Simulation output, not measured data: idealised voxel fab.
process module | voxel ribs on slabs
cross-section cut | 195 nm wide | cells 5 nm
A cross-section is a grid of square cells, given in bands from the top down. A band is one or more rows of cells.
Each band's line starts with the height of the band's top and of its bottom, in nm. Then come its materials from left to right, each with its width in nm. One material with "throughout" fills the band from edge to edge. "air" is empty space.
Height 0 is the level under which the wafer as received is all one material. The lowest band goes on downwards, as in "0 down".
A width such as "30 to 40" changes by the same amount from each row of cells to the next, from the band's top row to its bottom row.
"no change" after a step means that no cell of the cross-section changed.
closed voids: empty space of 8 cells or more with no open way to the top, each as width x height at its distance from the left edge, in nm
after a step's settings: what the simulator itself notes on the step
overlay nm, on a step with a mask: how far to the right of its planned place the mask lay; to the left if negative
plan
1 op RECEIVE | material Si
2 op DIRECTIONAL_DEP | material SiO2 | thk nm 25
3 op DIRECTIONAL_DEP | material SiN | thk nm 20
4 op DIRECTIONAL_DEP | material aC | thk nm 15
5 op PATTERN | tone cover | mask id RIB | material resist | width nm 25 | thk nm 30 | overlay nm 0
6 op DIRECTIONAL_ETCH | etch materials aC | depth nm 15
7 op STRIP | etch materials resist
8 op DIRECTIONAL_ETCH | etch materials SiN | depth nm 5
9 op STRIP | etch materials aC
10 op MASKED_ETCH | tone cover | mask id SLAB | width nm 75 | etch materials SiN | depth nm 15 | overlay nm 0
11 op FILL_DEP | material SiO2 | thk nm 20
12 op CMP | height nm 60
13 op DIRECTIONAL_DEP | material W | thk nm 5
14 op PATTERN | tone cover | mask id HEATER | material resist | width nm 35 | thk nm 20 | overlay nm 0
15 op DIRECTIONAL_ETCH | etch materials W | depth nm 5
16 op STRIP | etch materials resist
17 op CONFORMAL_DEP | material SiO2 | thk nm 10
as received, after step 1
  0 down: Si throughout
  closed voids: none
first wafer at the end, as planned
  75 to 70: air 70 | SiO2 55 | air 70
  70 to 65: SiO2 throughout
  65 to 60: SiO2 80 | W 35 | SiO2 80
  60 to 45: SiO2 throughout
  45 to 40: SiO2 85 | SiN 25 | SiO2 85
  40 to 25: SiO2 60 | SiN 75 | SiO2 60
  25 to 0: SiO2 throughout
  0 down: Si throughout
  closed voids: none
second wafer at the end: like start, like plan, one mistake
  75 to 70: air 70 | SiO2 55 | air 70
  70 to 65: SiO2 throughout
  65 to 60: SiO2 80 | W 35 | SiO2 80
  60 to 45: SiO2 60 | SiN 75 | SiO2 60
  45 to 25: SiN throughout
  25 to 0: SiO2 throughout
  0 down: Si throughout
  closed voids: none
what went wrong: step 3 was run twice
at the end the second wafer has, in cells: 151 more of SiN | 151 fewer of SiO2
